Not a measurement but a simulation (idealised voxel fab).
The document below concerns the process module designated voxel plated lines.
Square cells of 5 nm make up the cross-section cut, whose width is 220 nm.
A cross-section is a grid of square cells, given in bands from the top down. A band is one or more rows of cells. Per band: top height and bottom height in nm, followed by the left-to-right materials and their widths in nm; "full width" marks a single material spanning edge to edge, "blank" marks empty space. The level at which height equals 0 is the one under which the wafer, as it arrives, is entirely one material. No lower edge exists for the bottom band, which continues downward and is notated as in "0 and below". When a width is written as two numbers, as in "30->40", the first number is the width in the top row of cells of the band and the second is the width in its bottom row, and the width changes by the same amount from each row to the next. "no change occurred" (step): cross-section cells unchanged, all of them. Empty spaces without an open route to the top, at least 8 cells in extent, make up the entry "Enclosed void catalog"; each is given as width x height at distance, where the distance is measured from the left edge, and all are in nm. Read whatever lies past the settings on a step's line as the simulator's own remark about the step. overlay nm: for a step with a mask, the amount by which the mask lay right of where it was planned; a negative amount means left of it.
**Set out below are the planned steps of the process**
1,RECEIVE,material Si
2,CONFORMAL_DEP,material Al2O3,thk nm 15
3,DIRECTIONAL_DEP,material TiN,thk nm 5
4,PATTERN,tone open,mask id LINES,material resist,width nm 15,pitch nm 30,thk nm 40,overlay nm 0
5,EPI,material Ru,thk nm 5
6,EPI,material Ru,thk nm 10
7,EPI,material Ru,thk nm 5
8,STRIP,etch materials resist
9,DIRECTIONAL_ETCH,etch materials TiN,depth nm 5
10,CONFORMAL_DEP,material SiCN,thk nm 5
**As received (post step 1): cross-section**
  0 and below: Si full width
  Enclosed void catalog: none
**Cross-section, first of two wafers, end of module, run as planned**
  45 down to 40: 65 of blank | 25 of SiCN | 5 of blank | 25 of SiCN | 5 of blank | 25 of SiCN | 70 of blank
  40 down to 20: 65 of blank | 5 of SiCN | 15 of Ru | 5 of SiCN | 5 of blank | 5 of SiCN | 15 of Ru | 5 of SiCN | 5 of blank | 5 of SiCN | 15 of Ru | 5 of SiCN | 70 of blank
  20 down to 15: 70 of SiCN | 15 of TiN | 15 of SiCN | 15 of TiN | 15 of SiCN | 15 of TiN | 75 of SiCN
  15 down to 0: Al2O3 full width
  0 and below: Si full width
  Enclosed void catalog: none
**Now the second wafer, cross-sectioned at the end of the module. Nothing different at the start, nothing different in the plan compared with the first, just one mistake when it was actually run**
  55 down to 50: 65 of blank | 25 of SiCN | 5 of blank | 25 of SiCN | 5 of blank | 25 of SiCN | 70 of blank
  50 down to 20: 65 of blank | 5 of SiCN | 15 of Ru | 5 of SiCN | 5 of blank | 5 of SiCN | 15 of Ru | 5 of SiCN | 5 of blank | 5 of SiCN | 15 of Ru | 5 of SiCN | 70 of blank
  20 down to 15: 70 of SiCN | 15 of TiN | 15 of SiCN | 15 of TiN | 15 of SiCN | 15 of TiN | 75 of SiCN
  15 down to 0: Al2O3 full width
  0 and below: Si full width
  Enclosed void catalog: none
Diagnosis: step 6 of the plan was twice carried out
Final tally in cells, some materials are higher or lower on the second wafer than on the first: Ru: 18 more; SiCN: 12 more
